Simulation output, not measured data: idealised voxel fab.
process module | voxel transistor to metal
cross-section cut | 195 nm wide | cells 5 nm
A cross-section is a grid of square cells, given in bands from the top down. A band is one or more rows of cells.
Each band's line starts with the height of the band's top and of its bottom, in nm. Then come its materials from left to right, each with its width in nm. One material with "throughout" fills the band from edge to edge. "air" is empty space.
Height 0 is the level under which the wafer as received is all one material. The lowest band goes on downwards, as in "0 down".
A width such as "30 to 40" changes by the same amount from each row of cells to the next, from the band's top row to its bottom row.
"no change" after a step means that no cell of the cross-section changed.
closed voids: empty space of 8 cells or more with no open way to the top, each as width x height at its distance from the left edge, in nm
after a step's settings: what the simulator itself notes on the step
overlay nm, on a step with a mask: how far to the right of its planned place the mask lay; to the left if negative
plan
1 op RECEIVE | material Si
2 op CONFORMAL_DEP | material SiO2 | thk nm 5
3 op CONFORMAL_DEP | material SiN | thk nm 10
4 op MASKED_ETCH | tone cover | mask id ACTIVE | width nm 125 | etch materials SiN | depth nm 10 | overlay nm 0
5 op MASKED_ETCH | tone cover | mask id ACTIVE | width nm 125 | etch materials SiO2 | depth nm 5 | overlay nm 0
6 op MASKED_ETCH | tone cover | mask id ACTIVE | width nm 125 | etch materials Si | depth nm 25 | overlay nm 0
7 op FILL_DEP | material SiO2 | thk nm 5
8 op CMP | height nm 15
9 op SELECTIVE_ETCH | etch materials SiO2 | depth nm 10
10 op STRIP | etch materials SiN
11 op SELECTIVE_ETCH | etch materials SiO2 | depth nm 5
12 op OXIDIZE | depth nm 5
13 op DIRECTIONAL_DEP | material polySi | thk nm 25
14 op DIRECTIONAL_DEP | material SiCN | thk nm 10
15 op PATTERN | tone cover | mask id GATE | material resist | width nm 25 | thk nm 15 | overlay nm 0
16 op DIRECTIONAL_ETCH | etch materials SiCN | depth nm 20
17 op DIRECTIONAL_ETCH | etch materials polySi | depth nm 35
18 op STRIP | etch materials resist
19 op CONFORMAL_DEP | material SiN | thk nm 10
20 op DIRECTIONAL_ETCH | etch materials SiN | depth nm 10
21 op DIRECTIONAL_ETCH | etch materials SiO2 | depth nm 5
22 op DIRECTIONAL_ETCH | etch materials Si | depth nm 5
23 op EPI | material SiGe | thk nm 10
24 op FILL_DEP | material SiO2 | thk nm 10
25 op CMP | height nm 35
26 op DIRECTIONAL_DEP | material SiO2 | thk nm 15
27 op DIRECTIONAL_DEP | material aC | thk nm 15
28 op PATTERN | tone open | mask id CONTACT | material resist | width nm 35 | pitch nm 70 | thk nm 30 | overlay nm 0
29 op DIRECTIONAL_ETCH | etch materials aC | depth nm 15
30 op STRIP | etch materials resist
31 op DIRECTIONAL_ETCH | etch materials SiO2 | depth nm 50
32 op STRIP | etch materials aC
33 op CONFORMAL_DEP | material TiN | thk nm 5
34 op FILL_DEP | material Ru | thk nm 10
35 op CMP | height nm 50
36 op CONFORMAL_DEP | material SiCN | thk nm 5
37 op DIRECTIONAL_DEP | material lowk | thk nm 20
38 op MASKED_ETCH | tone open | mask id METAL_1 | width nm 20 | pitch nm 85 | etch materials lowk | depth nm 20 | overlay nm 0
39 op MASKED_ETCH | tone open | mask id METAL_1 | width nm 20 | pitch nm 85 | etch materials SiCN | depth nm 5 | overlay nm 0
40 op CONFORMAL_DEP | material TiN | thk nm 5
41 op FILL_DEP | material W | thk nm 5
42 op CMP | height nm 75
43 op CONFORMAL_DEP | material SiCN | thk nm 5
44 op DIRECTIONAL_DEP | material SiO2 | thk nm 30
45 op PATTERN | tone open | mask id METAL_2 | material resist | width nm 20 | pitch nm 85 | thk nm 15 | overlay nm 0
46 op DIRECTIONAL_ETCH | etch materials SiO2 | depth nm 20
47 op STRIP | etch materials resist
48 op MASKED_ETCH | tone open | mask id METAL_2_HOLES | width nm 15 | pitch nm 85 | etch materials SiO2 | depth nm 10 | overlay nm 0
49 op MASKED_ETCH | tone open | mask id METAL_2_HOLES | width nm 15 | pitch nm 85 | etch materials SiCN | depth nm 5 | overlay nm 0
50 op CONFORMAL_DEP | material TiN | thk nm 5
51 op FILL_DEP | material Cu | thk nm 10
52 op CMP | height nm 110
53 op CONFORMAL_DEP | material SiN | thk nm 5
as received, after step 1
  0 down: Si throughout
  closed voids: none
first wafer at the end, as planned
  115 to 110: SiN throughout
  110 to 95: SiO2 45 | TiN 5 | Cu 10 | TiN 5 | SiO2 65 | TiN 5 | Cu 10 | TiN 5 | SiO2 45
  95 to 90: SiO2 45 | TiN 5 | Cu 5 | TiN 10 | SiO2 65 | TiN 5 | Cu 5 | TiN 10 | SiO2 45
  90 to 80: SiO2 45 | TiN 5 | Cu 5 | TiN 5 | SiO2 70 | TiN 5 | Cu 5 | TiN 5 | SiO2 50
  80 to 75: SiCN 45 | TiN 15 | SiCN 70 | TiN 15 | SiCN 50
  75 to 55: lowk 45 | TiN 5 | W 10 | TiN 5 | lowk 65 | TiN 5 | W 10 | TiN 5 | lowk 45
  55 to 50: SiCN 45 | TiN 20 | SiCN 65 | TiN 20 | SiCN 45
  50 to 40: SiO2 45 | TiN 5 | Ru 25 | TiN 5 | SiO2 35 | TiN 5 | Ru 25 | TiN 5 | SiO2 45
  40 to 35: SiO2 45 | TiN 5 | Ru 20 | TiN 10 | SiO2 35 | TiN 10 | Ru 20 | TiN 5 | SiO2 45
  35 to 25: SiO2 45 | TiN 5 | Ru 20 | TiN 5 | SiN 10 | SiCN 25 | SiN 10 | TiN 5 | Ru 20 | TiN 5 | SiO2 45
  25 to 10: SiO2 45 | TiN 5 | Ru 20 | TiN 5 | SiN 10 | polySi 25 | SiN 10 | TiN 5 | Ru 20 | TiN 5 | SiO2 45
  10 to 5: SiO2 45 | TiN 5 | Ru 10 | TiN 15 | SiN 10 | polySi 25 | SiN 10 | TiN 15 | Ru 10 | TiN 5 | SiO2 45
  5 to 0: SiO2 45 | TiN 20 | SiGe 10 | SiN 10 | polySi 25 | SiN 10 | SiGe 10 | TiN 20 | SiO2 45
  0 to -5: SiO2 30 | SiGe 45 | SiO2 45 | SiGe 45 | SiO2 30
  -5 to -10: SiO2 35 | SiGe 40 | Si 45 | SiGe 40 | SiO2 35
  -10 to -25: SiO2 35 | Si 125 | SiO2 35
  -25 down: Si throughout
  closed voids: none
second wafer at the end: like start, like plan, one mistake
  115 to 110: SiN throughout
  110 to 95: SiO2 45 | TiN 5 | Cu 10 | TiN 5 | SiO2 65 | TiN 5 | Cu 10 | TiN 5 | SiO2 45
  95 to 90: SiO2 45 | TiN 5 | Cu 5 | TiN 10 | SiO2 65 | TiN 5 | Cu 5 | TiN 10 | SiO2 45
  90 to 80: SiO2 45 | TiN 5 | Cu 5 | TiN 5 | SiO2 70 | TiN 5 | Cu 5 | TiN 5 | SiO2 50
  80 to 75: SiCN 45 | TiN 15 | SiCN 70 | TiN 15 | SiCN 50
  75 to 70: lowk 45 | TiN 5 | W 10 | TiN 5 | lowk 65 | TiN 5 | W 10 | TiN 5 | lowk 45
  70 to 65: SiCN 45 | TiN 20 | SiCN 65 | TiN 20 | SiCN 45
  65 to 55: Ru throughout
  55 to 50: TiN 50 | Ru 25 | TiN 45 | Ru 25 | TiN 50
  50 to 40: SiO2 45 | TiN 5 | Ru 25 | TiN 5 | SiO2 35 | TiN 5 | Ru 25 | TiN 5 | SiO2 45
  40 to 35: SiO2 45 | TiN 5 | Ru 20 | TiN 10 | SiO2 35 | TiN 10 | Ru 20 | TiN 5 | SiO2 45
  35 to 25: SiO2 45 | TiN 5 | Ru 20 | TiN 5 | SiN 10 | SiCN 25 | SiN 10 | TiN 5 | Ru 20 | TiN 5 | SiO2 45
  25 to 10: SiO2 45 | TiN 5 | Ru 20 | TiN 5 | SiN 10 | polySi 25 | SiN 10 | TiN 5 | Ru 20 | TiN 5 | SiO2 45
  10 to 5: SiO2 45 | TiN 5 | Ru 10 | TiN 15 | SiN 10 | polySi 25 | SiN 10 | TiN 15 | Ru 10 | TiN 5 | SiO2 45
  5 to 0: SiO2 45 | TiN 20 | SiGe 10 | SiN 10 | polySi 25 | SiN 10 | SiGe 10 | TiN 20 | SiO2 45
  0 to -5: SiO2 30 | SiGe 45 | SiO2 45 | SiGe 45 | SiO2 30
  -5 to -10: SiO2 35 | SiGe 40 | Si 45 | SiGe 40 | SiO2 35
  -10 to -25: SiO2 35 | Si 125 | SiO2 35
  -25 down: Si throughout
  closed voids: none
what went wrong: step 35 was left out
at the end the second wafer has, in cells: 88 more of Ru | 17 more of TiN | 12 fewer of W | 93 fewer of lowk
